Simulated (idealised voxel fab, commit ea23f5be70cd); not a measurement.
A process module follows: voxel transistor to metal.
Xsec cut, 200 nm wide, square cell size 5 nm.
Cross-section spec: square-cell grid; bands listed top down; each band is one or more rows. Band: top height; bottom height; in nm. Then, left to right: material with width in nm, for each material. "full width": a single material spanning edge to edge. "air": empty space. Counting heights begins at 0, where everything beneath is, in the wafer as received, one material. The lowest band has no bottom; it goes on downwards, as "0 nm and below" shows. Quick explanation for "30->40": the width changes in equal steps down the rows of cells, from the first number in the band's top row to the second number in its bottom row. For the purposes of this document, the phrase "nothing got changed" attached to a step denotes that no cell within the cross-section was modified by that step. This entry, "Entrapped voids", enumerates those empty regions of no fewer than 8 cells that possess no open connection to the top. Each region is reported in the form width x height at distance, the distance being taken from the left edge, with all three quantities expressed in nm. On a step's line, text after the settings is the simulator commenting on that step. The line of a step may include "overlay nm". On a step with a mask, this value is how far to the right of its planned place the mask lay. A negative value means the mask lay to the left.

This section lists the process steps that were planned:
1 RECEIVE | material Si
2 OXIDIZE | depth nm 5
3 CONFORMAL_DEP | material SiN | thk nm 10
4 MASKED_ETCH | tone cover | mask id ACTIVE | width nm 110 | etch materials SiN | depth nm 10 | overlay nm 0
5 MASKED_ETCH | tone cover | mask id ACTIVE | width nm 110 | etch materials SiO2 | depth nm 5 | overlay nm 0
6 MASKED_ETCH | tone cover | mask id ACTIVE | width nm 110 | etch materials Si | depth nm 35 | overlay nm 0
7 OXIDIZE | depth nm 5
8 FILL_DEP | material SiO2 | thk nm 5
9 CMP | height nm 10
10 SELECTIVE_ETCH | etch materials SiO2 | depth nm 10
11 STRIP | etch materials SiN
12 SELECTIVE_ETCH | etch materials SiO2 | depth nm 5
13 OXIDIZE | depth nm 5
14 DIRECTIONAL_DEP | material polySi | thk nm 25
15 DIRECTIONAL_DEP | material SiCN | thk nm 15
16 DIRECTIONAL_DEP | material aC | thk nm 15
17 PATTERN | tone cover | mask id GATE | material resist | width nm 20 | thk nm 30 | overlay nm 0
18 DIRECTIONAL_ETCH | etch materials aC | depth nm 15
19 STRIP | etch materials resist
20 DIRECTIONAL_ETCH | etch materials SiCN | depth nm 25
21 DIRECTIONAL_ETCH | etch materials polySi | depth nm 35
22 STRIP | etch materials aC
23 CONFORMAL_DEP | material SiO2 | thk nm 5
24 DIRECTIONAL_ETCH | etch materials SiO2 | depth nm 5
25 CONFORMAL_DEP | material SiN | thk nm 5
26 DIRECTIONAL_ETCH | etch materials SiN | depth nm 5
27 DIRECTIONAL_ETCH | etch materials SiO2 | depth nm 5
28 DIRECTIONAL_ETCH | etch materials Si | depth nm 10
29 EPI | material nSi | thk nm 10
30 FILL_DEP | material SiO2 | thk nm 10
31 CMP | height nm 35
32 DIRECTIONAL_DEP | material SiO2 | thk nm 15
33 DIRECTIONAL_DEP | material aC | thk nm 10
34 PATTERN | tone open | mask id CONTACT | material resist | width nm 20 | pitch nm 80 | thk nm 25 | overlay nm 0
35 DIRECTIONAL_ETCH | etch materials aC | depth nm 10
36 STRIP | etch materials resist
37 DIRECTIONAL_ETCH | etch materials SiO2 | depth nm 60
38 STRIP | etch materials aC
39 CONFORMAL_DEP | material TiN | thk nm 5
40 FILL_DEP | material W | thk nm 10
41 CMP | height nm 50
42 CONFORMAL_DEP | material SiN | thk nm 5
43 DIRECTIONAL_DEP | material lowk | thk nm 25
44 MASKED_ETCH | tone open | mask id METAL_1 | width nm 20 | pitch nm 80 | etch materials lowk | depth nm 25 | overlay nm 0
45 MASKED_ETCH | tone open | mask id METAL_1 | width nm 20 | pitch nm 80 | etch materials SiN | depth nm 5 | overlay nm 0
46 CONFORMAL_DEP | material TiN | thk nm 5
47 FILL_DEP | material W | thk nm 10
48 CMP | height nm 80
49 EPI | material Ru | thk nm 5
50 FILL_DEP | material SiCN | thk nm 5

Delivered wafer in cross-section: state after step 1:
  0 nm and below = Si full width
  Entrapped voids: none

End state of the module in cross-section, given the above starting point and plan and one mistake in execution:
  90 nm to 85 nm = SiCN full width
  85 nm to 80 nm = SiCN=45; Ru=30; SiCN=50; Ru=30; SiCN=45
  80 nm to 55 nm = lowk=50; TiN=5; W=10; TiN=5; lowk=60; TiN=5; W=10; TiN=5; lowk=50
  55 nm to 50 nm = SiN=50; TiN=20; SiN=60; TiN=20; SiN=50
  50 nm to 35 nm = SiO2=50; TiN=5; W=10; TiN=5; SiO2=60; TiN=5; W=10; TiN=5; SiO2=50
  35 nm to 20 nm = SiO2=50; TiN=5; W=10; TiN=5; SiO2=10; SiN=5; SiO2=5; SiCN=20; SiO2=5; SiN=5; SiO2=10; TiN=5; W=10; TiN=5; SiO2=50
  20 nm to 10 nm = SiO2=50; TiN=5; W=10; TiN=5; SiO2=10; SiN=5; SiO2=5; polySi=20; SiO2=5; SiN=5; SiO2=10; TiN=5; W=10; TiN=5; SiO2=50
  10 nm to 5 nm = SiO2=50; TiN=20; SiO2=10; SiN=5; SiO2=5; polySi=20; SiO2=5; SiN=5; SiO2=10; TiN=20; SiO2=50
  5 nm to 0 nm = SiO2=80; SiN=5; SiO2=5; polySi=20; SiO2=5; SiN=5; SiO2=80
  0 nm to -5 nm = SiO2=70; nSi=10; SiN=5; SiO2=5; polySi=20; SiO2=5; SiN=5; nSi=10; SiO2=70
  -5 nm to -10 nm = SiO2=70; nSi=10; SiO2=40; nSi=10; SiO2=70
  -10 nm to -20 nm = SiO2=50; nSi=30; Si=40; nSi=30; SiO2=50
  -20 nm to -45 nm = SiO2=50; Si=100; SiO2=50
  -45 nm and below = Si full width
  Entrapped voids: none
Deviation from plan: step 32 of the plan was carried out twice
